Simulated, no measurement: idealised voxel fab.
Process module in this document: voxel self aligned vias
The cross-section on display is named cut; it measures 175 nm wide, and its cells are 5 nm squares.
Throughout this document, each cross-section is represented as a grid of square cells and is presented as a sequence of bands enumerated from the top downward, where a band comprises one or more rows of cells. The band entry comprises the height of the band's top followed by the height of its bottom, expressed in nm, and subsequently the band's materials from left to right, each stated together with its width in nm. Where a single material is marked with the word "full width", that material fills the band from edge to edge. The word "empty" represents empty space. Heights are expressed relative to 0, this being the level below which the as-received wafer comprises one material exclusively. The lowest band is unbounded in the downward direction and is denoted as in "from 0 down". Width: "30->40" (first number = top row, second number = bottom row, same change from row to row of cells). Take "identical to before" at face value: in the step it is given for, the cross-section changed in none of its cells. "Voids, enclosed" contains a list of empty spaces, each no smaller than 8 cells and without an open way to the top, written in the form width x height at distance with the distance from the left edge and all three in nm. That trailing text on a step's line, after the settings, is the simulator's own remark on the step. When a step includes a mask, the "overlay nm" setting on its line states how far to the right of its planned place that mask lay, and negative values state how far to the left.
The planned process steps are enumerated hereunder:
1) RECEIVE, material Si
2) CONFORMAL_DEP, material SiO2, thk nm 10
3) CONFORMAL_DEP, material SiCN, thk nm 5
4) DIRECTIONAL_DEP, material lowk, thk nm 30
5) PATTERN, tone open, mask id LINES, material resist, width nm 30, pitch nm 65, thk nm 15, overlay nm 0
6) DIRECTIONAL_ETCH, etch materials lowk, depth nm 30
7) STRIP, etch materials resist
8) CONFORMAL_DEP, material TiN, thk nm 5
9) FILL_DEP, material W, thk nm 10
10) CMP, height nm 45
11) SELECTIVE_ETCH, etch materials W Ru TiN, depth nm 10
12) FILL_DEP, material SiN, thk nm 5
13) CMP, height nm 45
14) DIRECTIONAL_DEP, material lowk, thk nm 20
15) PATTERN, tone open, mask id VIAS, material resist, width nm 40, thk nm 20, overlay nm 0
16) DIRECTIONAL_ETCH, etch materials lowk, depth nm 20
17) DIRECTIONAL_ETCH, etch materials SiN, depth nm 10
18) STRIP, etch materials resist
19) CONFORMAL_DEP, material TiN, thk nm 5
20) FILL_DEP, material Cu, thk nm 10
21) CMP, height nm 65
22) CONFORMAL_DEP, material SiN, thk nm 5
This is the cross-section of the wafer as we received it, i.e. after step 1:
	from 0 down  Si full width
	Voids, enclosed: none
Same starting wafer, same plan as above, one mistake in the execution; this is the cross-section at the end of the module:
	from 70 to 65  SiN full width
	from 65 to 50  30 nm lowk; 5 nm TiN; 40 nm Cu; 5 nm TiN; 95 nm lowk
	from 50 to 45  30 nm lowk; 15 nm TiN; 20 nm Cu; 15 nm TiN; 95 nm lowk
	from 45 to 40  40 nm lowk; 5 nm TiN; 20 nm Cu; 5 nm TiN; 35 nm lowk; 30 nm SiN; 40 nm lowk
	from 40 to 35  40 nm lowk; 30 nm TiN; 35 nm lowk; 30 nm SiN; 40 nm lowk
	from 35 to 20  40 nm lowk; 5 nm TiN; 20 nm W; 5 nm TiN; 35 nm lowk; 5 nm TiN; 20 nm W; 5 nm TiN; 40 nm lowk
	from 20 to 15  40 nm lowk; 30 nm TiN; 35 nm lowk; 30 nm TiN; 40 nm lowk
	from 15 to 10  SiCN full width
	from 10 to 0  SiO2 full width
	from 0 down  Si full width
	Voids, enclosed: none
The plan and the run diverged here: step 15 went in with a setting other than planned; the actual run was PATTERN, tone open, mask id VIAS, material resist, width nm 50, thk nm 20, overlay nm 0
